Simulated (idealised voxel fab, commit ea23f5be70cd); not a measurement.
Process module in this document: voxel wiring stack
The cross-section shown here is cut; it is 255 nm wide and divided into square cells measuring 5 nm on a side.
This document writes a cross-section as a grid whose cells are square, and gives it as bands, listed from the top down; one or more rows of cells form a band. This entry defines a band. It first specifies the height of the band's top and the height of its bottom in nm, and then specifies the band's materials from left to right, stating each material with its width in nm. The word "edge to edge" identifies a single material that fills the band from edge to edge, while the word "blank" identifies empty space. Heads up on the height convention: 0 is the point under which the incoming wafer is all one material, and the lowest band has no bottom, it just keeps going down, like "from 0 down". When a width is written as two numbers, as in "30->40", the first number is the width in the top row of cells of the band and the second is the width in its bottom row, and the width changes by the same amount from each row to the next. Key: "remained unchanged" - step with no changed cell in the cross-section. Enclosed cavity list: empty space of 8 cells or more with no open way to the top, each as width x height at its distance from the left edge, in nm. That trailing text on a step's line, after the settings, is the simulator's own remark on the step. overlay nm: right-of-plan distance of the mask on a masked step; negative values mean left-of-plan.

# The steps planned for the process are as follows
1. RECEIVE (material Si)
2. CONFORMAL_DEP (material SiO2; thk nm 10)
3. DIRECTIONAL_DEP (material TiN; thk nm 5)
4. DIRECTIONAL_DEP (material Ru; thk nm 25)
5. PATTERN (tone cover; mask id METAL_1; material resist; width nm 25; pitch nm 55; thk nm 15; overlay nm 0)
6. DIRECTIONAL_ETCH (etch materials Ru; depth nm 25)
7. DIRECTIONAL_ETCH (etch materials TiN; depth nm 5)
8. STRIP (etch materials resist)
9. FILL_DEP (material SiO2; thk nm 5)
10. CMP (height nm 40)
11. CONFORMAL_DEP (material SiCN; thk nm 5)
12. DIRECTIONAL_DEP (material lowk; thk nm 20)
13. MASKED_ETCH (tone open; mask id PLUG_1; width nm 15; pitch nm 55; etch materials lowk; depth nm 20; overlay nm 0)
14. MASKED_ETCH (tone open; mask id PLUG_1; width nm 15; pitch nm 55; etch materials SiCN; depth nm 5; overlay nm 0)
15. CONFORMAL_DEP (material TiN; thk nm 5)
16. FILL_DEP (material W; thk nm 5)
17. CMP (height nm 65)
18. CONFORMAL_DEP (material SiN; thk nm 5)
19. DIRECTIONAL_DEP (material lowk; thk nm 20)
20. MASKED_ETCH (tone open; mask id METAL_2; width nm 25; pitch nm 55; etch materials lowk; depth nm 20; overlay nm 0)
21. MASKED_ETCH (tone open; mask id METAL_2; width nm 25; pitch nm 55; etch materials SiN; depth nm 5; overlay nm 0)
22. CONFORMAL_DEP (material TiN; thk nm 5)
23. FILL_DEP (material Cu; thk nm 10)
24. CMP (height nm 90)
25. CONFORMAL_DEP (material SiCN; thk nm 5)

# As received (post step 1): cross-section
from 0 down  Si edge to edge
Enclosed cavity list: none

# Final cross-section, module run with one mistake (start and plan as above)
from 95 to 90  SiCN edge to edge
from 90 to 70  lowk=30; TiN=5; Cu=15; TiN=5; lowk=30; TiN=5; Cu=15; TiN=5; lowk=30; TiN=5; Cu=15; TiN=5; lowk=30; TiN=5; Cu=15; TiN=5; lowk=35
from 70 to 65  SiN=30; TiN=25; SiN=30; TiN=25; SiN=30; TiN=25; SiN=30; TiN=25; SiN=35
from 65 to 50  lowk=25; TiN=5; W=15; TiN=5; lowk=30; TiN=5; W=15; TiN=5; lowk=30; TiN=5; W=15; TiN=5; lowk=30; TiN=5; W=15; TiN=5; lowk=40
from 50 to 45  lowk=25; TiN=10; W=5; TiN=10; lowk=30; TiN=10; W=5; TiN=10; lowk=30; TiN=10; W=5; TiN=10; lowk=30; TiN=10; W=5; TiN=10; lowk=40
from 45 to 40  SiCN=30; TiN=15; SiCN=40; TiN=15; SiCN=40; TiN=15; SiCN=40; TiN=15; SiCN=45
from 40 to 15  SiO2=30; Ru=25; SiO2=30; Ru=25; SiO2=30; Ru=25; SiO2=30; Ru=25; SiO2=35
from 15 to 10  SiO2=30; TiN=25; SiO2=30; TiN=25; SiO2=30; TiN=25; SiO2=30; TiN=25; SiO2=35
from 10 to 0  SiO2 edge to edge
from 0 down  Si edge to edge
Enclosed cavity list: none
Here's what went sideways: planned and actual differ for step 13; actual: MASKED_ETCH (tone open; mask id PLUG_1; width nm 25; pitch nm 55; etch materials lowk; depth nm 20; overlay nm 0)
